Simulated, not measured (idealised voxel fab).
The following process module bears the name voxel transistor to metal.
205 nm wide, 5 nm square cells: that's cross-section cut.
The cross-sections in this document take the form of a grid made of square cells. They are written out as bands, in order from top to bottom. Each band consists of one or more rows of cells. Quick guide to a band line: top height, bottom height (nm) up front; then every material left to right with its width in nm. Only one material and it's marked "full width"? Then it fills the band edge to edge. And "air" just means empty space. Convention: height 0 is the level below which the wafer, as received, is all one material. The lowest band does not terminate at the bottom but continues downward, represented as "0 down". Per-row width for "30..40": begins at first number (top row of band), ends at second number (bottom row), increment between rows held constant. "same as before" for a step: no cell of the cross-section changed in that step. For the entry "Enclosed void inventory", the listed items are empty spaces with no open way to the top whose size is 8 cells or more; each item follows the pattern width x height at distance, where distance is from the left edge and all three are in nm. Past the settings on a step's line: simulator remark, on that step. The "overlay nm" setting may appear on a step's line; for a step that uses a mask, it gives how far to the right of its planned position the mask lay, and a negative value indicates the left.
**The steps planned for the process are as follows**
1. RECEIVE | material Si
2. CONFORMAL_DEP | material SiO2 | thk nm 5
3. CONFORMAL_DEP | material SiN | thk nm 10
4. DIRECTIONAL_DEP | material aC | thk nm 10
5. PATTERN | tone cover | mask id ACTIVE | material resist | width nm 120 | thk nm 30 | overlay nm 0
6. DIRECTIONAL_ETCH | etch materials aC | depth nm 10
7. STRIP | etch materials resist
8. DIRECTIONAL_ETCH | etch materials SiN | depth nm 10
9. DIRECTIONAL_ETCH | etch materials SiO2 | depth nm 5
10. DIRECTIONAL_ETCH | etch materials Si | depth nm 30
11. STRIP | etch materials aC
12. FILL_DEP | material SiO2 | thk nm 10
13. CMP | height nm 15
14. SELECTIVE_ETCH | etch materials SiO2 | depth nm 5
15. STRIP | etch materials SiN
16. SELECTIVE_ETCH | etch materials SiO2 | depth nm 5
17. OXIDIZE | depth nm 5
18. DIRECTIONAL_DEP | material polySi | thk nm 30
19. DIRECTIONAL_DEP | material SiCN | thk nm 15
20. MASKED_ETCH | tone cover | mask id GATE | width nm 20 | etch materials SiCN | depth nm 25 | overlay nm 0
21. MASKED_ETCH | tone cover | mask id GATE | width nm 20 | etch materials polySi | depth nm 40 | overlay nm 0
22. CONFORMAL_DEP | material SiN | thk nm 5
23. DIRECTIONAL_ETCH | etch materials SiN | depth nm 5
24. DIRECTIONAL_ETCH | etch materials SiO2 | depth nm 5
25. DIRECTIONAL_ETCH | etch materials Si | depth nm 5
26. EPI | material SiGe | thk nm 10
27. FILL_DEP | material SiO2 | thk nm 5
28. CMP | height nm 45
29. DIRECTIONAL_DEP | material SiO2 | thk nm 10
30. PATTERN | tone open | mask id CONTACT | material resist | width nm 20 | pitch nm 80 | thk nm 20 | overlay nm 0
31. DIRECTIONAL_ETCH | etch materials SiO2 | depth nm 55
32. STRIP | etch materials resist
33. CONFORMAL_DEP | material TiN | thk nm 5
34. FILL_DEP | material W | thk nm 10
35. CMP | height nm 55
36. DIRECTIONAL_DEP | material TiN | thk nm 5
37. DIRECTIONAL_DEP | material W | thk nm 15
38. DIRECTIONAL_DEP | material aC | thk nm 10
39. PATTERN | tone cover | mask id METAL_1 | material resist | width nm 20 | pitch nm 80 | thk nm 30 | overlay nm 0
40. DIRECTIONAL_ETCH | etch materials aC | depth nm 10
41. STRIP | etch materials resist
42. DIRECTIONAL_ETCH | etch materials W | depth nm 15
43. DIRECTIONAL_ETCH | etch materials TiN | depth nm 5
44. STRIP | etch materials aC
45. CONFORMAL_DEP | material SiN | thk nm 5
46. FILL_DEP | material SiO2 | thk nm 10
47. CMP | height nm 75
48. CONFORMAL_DEP | material SiCN | thk nm 5
49. DIRECTIONAL_DEP | material SiO2 | thk nm 30
50. MASKED_ETCH | tone open | mask id METAL_2_HOLES | width nm 15 | pitch nm 80 | etch materials SiO2 | depth nm 30 | overlay nm 0
51. PATTERN | tone open | mask id METAL_2 | material resist | width nm 20 | pitch nm 80 | thk nm 15 | overlay nm 0
52. DIRECTIONAL_ETCH | etch materials SiO2 | depth nm 20
53. DIRECTIONAL_ETCH | etch materials SiCN | depth nm 5
54. STRIP | etch materials resist
55. CONFORMAL_DEP | material TiN | thk nm 5
56. FILL_DEP | material Cu | thk nm 5
57. CMP | height nm 110
58. CONFORMAL_DEP | material SiCN | thk nm 5
**As received (post step 1): cross-section**
* 0 down = Si full width
* Enclosed void inventory: none
**One mistake in running the module, otherwise start and plan as above: cross-section at the end**
* 115 to 110 = SiCN full width
* 110 to 95 = 50 SiO2 | 5 TiN | 10 Cu | 5 TiN | 60 SiO2 | 5 TiN | 10 Cu | 5 TiN | 55 SiO2
* 95 to 90 = 50 SiO2 | 5 TiN | 5 Cu | 10 TiN | 60 SiO2 | 5 TiN | 5 Cu | 10 TiN | 55 SiO2
* 90 to 80 = 50 SiO2 | 5 TiN | 5 Cu | 5 TiN | 65 SiO2 | 5 TiN | 5 Cu | 5 TiN | 60 SiO2
* 80 to 75 = 50 SiCN | 15 TiN | 65 SiCN | 15 TiN | 60 SiCN
* 75 to 60 = 45 SiO2 | 5 SiN | 20 W | 5 SiN | 50 SiO2 | 5 SiN | 20 W | 5 SiN | 50 SiO2
* 60 to 55 = 50 SiN | 20 TiN | 60 SiN | 20 TiN | 55 SiN
* 55 to 45 = 50 SiO2 | 5 TiN | 10 W | 5 TiN | 60 SiO2 | 5 TiN | 10 W | 5 TiN | 55 SiO2
* 45 to 30 = 50 SiO2 | 5 TiN | 10 W | 5 TiN | 15 SiO2 | 5 SiN | 20 SiCN | 5 SiN | 15 SiO2 | 5 TiN | 10 W | 5 TiN | 55 SiO2
* 30 to 5 = 50 SiO2 | 5 TiN | 10 W | 5 TiN | 15 SiO2 | 5 SiN | 20 polySi | 5 SiN | 15 SiO2 | 5 TiN | 10 W | 5 TiN | 55 SiO2
* 5 to 0 = 35 SiO2 | 5 SiN | 10 SiO2 | 20 TiN | 5 SiO2 | 10 SiGe | 5 SiN | 20 polySi | 5 SiN | 10 SiGe | 5 SiO2 | 20 TiN | 10 SiO2 | 5 SiN | 40 SiO2
* 0 to -5 = 40 SiO2 | 45 SiGe | 30 SiO2 | 45 SiGe | 45 SiO2
* -5 to -10 = 40 SiO2 | 45 SiGe | 30 Si | 45 SiGe | 45 SiO2
* -10 to -60 = 40 SiO2 | 120 Si | 45 SiO2
* -60 down = Si full width
* Enclosed void inventory: none
So what did we get wrong on this run? step 10 of the plan was executed twice over
